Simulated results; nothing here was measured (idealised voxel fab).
process module | voxel trench capacitor
cross-section cut | 160 nm wide | cells 5 nm
A cross-section is a grid of square cells, given in bands from the top down. A band is one or more rows of cells.
Each band's line starts with the height of the band's top and of its bottom, in nm. Then come its materials from left to right, each with its width in nm. One material with "throughout" fills the band from edge to edge. "air" is empty space.
Height 0 is the level under which the wafer as received is all one material. The lowest band goes on downwards, as in "0 down".
A width such as "30 to 40" changes by the same amount from each row of cells to the next, from the band's top row to its bottom row.
"no change" after a step means that no cell of the cross-section changed.
closed voids: empty space of 8 cells or more with no open way to the top, each as width x height at its distance from the left edge, in nm
after a step's settings: what the simulator itself notes on the step
overlay nm, on a step with a mask: how far to the right of its planned place the mask lay; to the left if negative
plan
1 op RECEIVE | material Si
2 op CONFORMAL_DEP | material SiN | thk nm 5
3 op DIRECTIONAL_DEP | material aC | thk nm 15
4 op PATTERN | tone open | mask id TRENCH | material resist | width nm 25 | pitch nm 45 | thk nm 35 | overlay nm 0
5 op DIRECTIONAL_ETCH | etch materials aC | depth nm 15
6 op STRIP | etch materials resist
7 op DIRECTIONAL_ETCH | etch materials SiN | depth nm 5
8 op DIRECTIONAL_ETCH | etch materials Si | depth nm 30
9 op STRIP | etch materials aC
10 op CONFORMAL_DEP | material Al2O3 | thk nm 5
11 op CONFORMAL_DEP | material TiN | thk nm 5
12 op FILL_DEP | material W | thk nm 10
13 op CMP | height nm 5
first wafer, as planned
as received, after step 1
  0 down: Si throughout
  closed voids: none
after step 2
  5 to 0: SiN throughout
  below 0: unchanged
after step 3
  20 to 5: aC throughout
  below 5: unchanged
after step 4
  55 to 20: resist 45 | air 25 | resist 20 | air 25 | resist 45
  below 20: unchanged
after step 5
  40 to 20: resist 45 | air 25 | resist 20 | air 25 | resist 45
  20 to 5: aC 45 | air 25 | aC 20 | air 25 | aC 45
  below 5: unchanged
after step 6
  20 to 5: aC 45 | air 25 | aC 20 | air 25 | aC 45
  below 5: unchanged
after step 7
  20 to 5: aC 45 | air 25 | aC 20 | air 25 | aC 45
  5 to 0: SiN 45 | air 25 | SiN 20 | air 25 | SiN 45
  below 0: unchanged
after step 8
  20 to 5: aC 45 | air 25 | aC 20 | air 25 | aC 45
  5 to 0: SiN 45 | air 25 | SiN 20 | air 25 | SiN 45
  0 to -30: Si 45 | air 25 | Si 20 | air 25 | Si 45
  below -30: unchanged
after step 9
  5 to 0: SiN 45 | air 25 | SiN 20 | air 25 | SiN 45
  below 0: unchanged
after step 10
  10 to 5: Al2O3 50 | air 15 | Al2O3 30 | air 15 | Al2O3 50
  5 to 0: SiN 45 | Al2O3 5 | air 15 | Al2O3 5 | SiN 20 | Al2O3 5 | air 15 | Al2O3 5 | SiN 45
  0 to -25: Si 45 | Al2O3 5 | air 15 | Al2O3 5 | Si 20 | Al2O3 5 | air 15 | Al2O3 5 | Si 45
  -25 to -30: Si 45 | Al2O3 25 | Si 20 | Al2O3 25 | Si 45
  below -30: unchanged
after step 11
  15 to 10: TiN 55 | air 5 | TiN 40 | air 5 | TiN 55
  10 to 5: Al2O3 50 | TiN 5 | air 5 | TiN 5 | Al2O3 30 | TiN 5 | air 5 | TiN 5 | Al2O3 50
  5 to 0: SiN 45 | Al2O3 5 | TiN 5 | air 5 | TiN 5 | Al2O3 5 | SiN 20 | Al2O3 5 | TiN 5 | air 5 | TiN 5 | Al2O3 5 | SiN 45
  0 to -20: Si 45 | Al2O3 5 | TiN 5 | air 5 | TiN 5 | Al2O3 5 | Si 20 | Al2O3 5 | TiN 5 | air 5 | TiN 5 | Al2O3 5 | Si 45
  -20 to -25: Si 45 | Al2O3 5 | TiN 15 | Al2O3 5 | Si 20 | Al2O3 5 | TiN 15 | Al2O3 5 | Si 45
  below -25: unchanged
after step 12
  25 to 15: W throughout
  15 to 10: TiN 55 | W 5 | TiN 40 | W 5 | TiN 55
  10 to 5: Al2O3 50 | TiN 5 | W 5 | TiN 5 | Al2O3 30 | TiN 5 | W 5 | TiN 5 | Al2O3 50
  5 to 0: SiN 45 | Al2O3 5 | TiN 5 | W 5 | TiN 5 | Al2O3 5 | SiN 20 | Al2O3 5 | TiN 5 | W 5 | TiN 5 | Al2O3 5 | SiN 45
  0 to -20: Si 45 | Al2O3 5 | TiN 5 | W 5 | TiN 5 | Al2O3 5 | Si 20 | Al2O3 5 | TiN 5 | W 5 | TiN 5 | Al2O3 5 | Si 45
  below -20: unchanged
after step 13
  5 to 0: SiN 45 | Al2O3 5 | TiN 5 | W 5 | TiN 5 | Al2O3 5 | SiN 20 | Al2O3 5 | TiN 5 | W 5 | TiN 5 | Al2O3 5 | SiN 45
  below 0: unchanged
second wafer: like start, like plan, one mistake. Through step 7 it matches the first wafer
when step 8 should have ended
  20 to 5: aC 45 | air 25 | aC 20 | air 25 | aC 45
  5 to 0: SiN 45 | air 25 | SiN 20 | air 25 | SiN 45
  0 to -40: Si 45 | air 25 | Si 20 | air 25 | Si 45
  below -40: unchanged
when step 9 should have ended
  5 to 0: SiN 45 | air 25 | SiN 20 | air 25 | SiN 45
  below 0: unchanged
when step 10 should have ended
  10 to 5: Al2O3 50 | air 15 | Al2O3 30 | air 15 | Al2O3 50
  5 to 0: SiN 45 | Al2O3 5 | air 15 | Al2O3 5 | SiN 20 | Al2O3 5 | air 15 | Al2O3 5 | SiN 45
  0 to -35: Si 45 | Al2O3 5 | air 15 | Al2O3 5 | Si 20 | Al2O3 5 | air 15 | Al2O3 5 | Si 45
  -35 to -40: Si 45 | Al2O3 25 | Si 20 | Al2O3 25 | Si 45
  below -40: unchanged
when step 11 should have ended
  15 to 10: TiN 55 | air 5 | TiN 40 | air 5 | TiN 55
  10 to 5: Al2O3 50 | TiN 5 | air 5 | TiN 5 | Al2O3 30 | TiN 5 | air 5 | TiN 5 | Al2O3 50
  5 to 0: SiN 45 | Al2O3 5 | TiN 5 | air 5 | TiN 5 | Al2O3 5 | SiN 20 | Al2O3 5 | TiN 5 | air 5 | TiN 5 | Al2O3 5 | SiN 45
  0 to -30: Si 45 | Al2O3 5 | TiN 5 | air 5 | TiN 5 | Al2O3 5 | Si 20 | Al2O3 5 | TiN 5 | air 5 | TiN 5 | Al2O3 5 | Si 45
  -30 to -35: Si 45 | Al2O3 5 | TiN 15 | Al2O3 5 | Si 20 | Al2O3 5 | TiN 15 | Al2O3 5 | Si 45
  below -35: unchanged
when step 12 should have ended
  25 to 15: W throughout
  15 to 10: TiN 55 | W 5 | TiN 40 | W 5 | TiN 55
  10 to 5: Al2O3 50 | TiN 5 | W 5 | TiN 5 | Al2O3 30 | TiN 5 | W 5 | TiN 5 | Al2O3 50
  5 to 0: SiN 45 | Al2O3 5 | TiN 5 | W 5 | TiN 5 | Al2O3 5 | SiN 20 | Al2O3 5 | TiN 5 | W 5 | TiN 5 | Al2O3 5 | SiN 45
  0 to -30: Si 45 | Al2O3 5 | TiN 5 | W 5 | TiN 5 | Al2O3 5 | Si 20 | Al2O3 5 | TiN 5 | W 5 | TiN 5 | Al2O3 5 | Si 45
  below -30: unchanged
when step 13 should have ended
  5 to 0: SiN 45 | Al2O3 5 | TiN 5 | W 5 | TiN 5 | Al2O3 5 | SiN 20 | Al2O3 5 | TiN 5 | W 5 | TiN 5 | Al2O3 5 | SiN 45
  below 0: unchanged
what went wrong: step 8 ran as: op DIRECTIONAL_ETCH | etch materials Si | depth nm 40
at the end the second wafer has, in cells: 8 more of Al2O3 | 20 fewer of Si | 8 more of TiN | 4 more of W
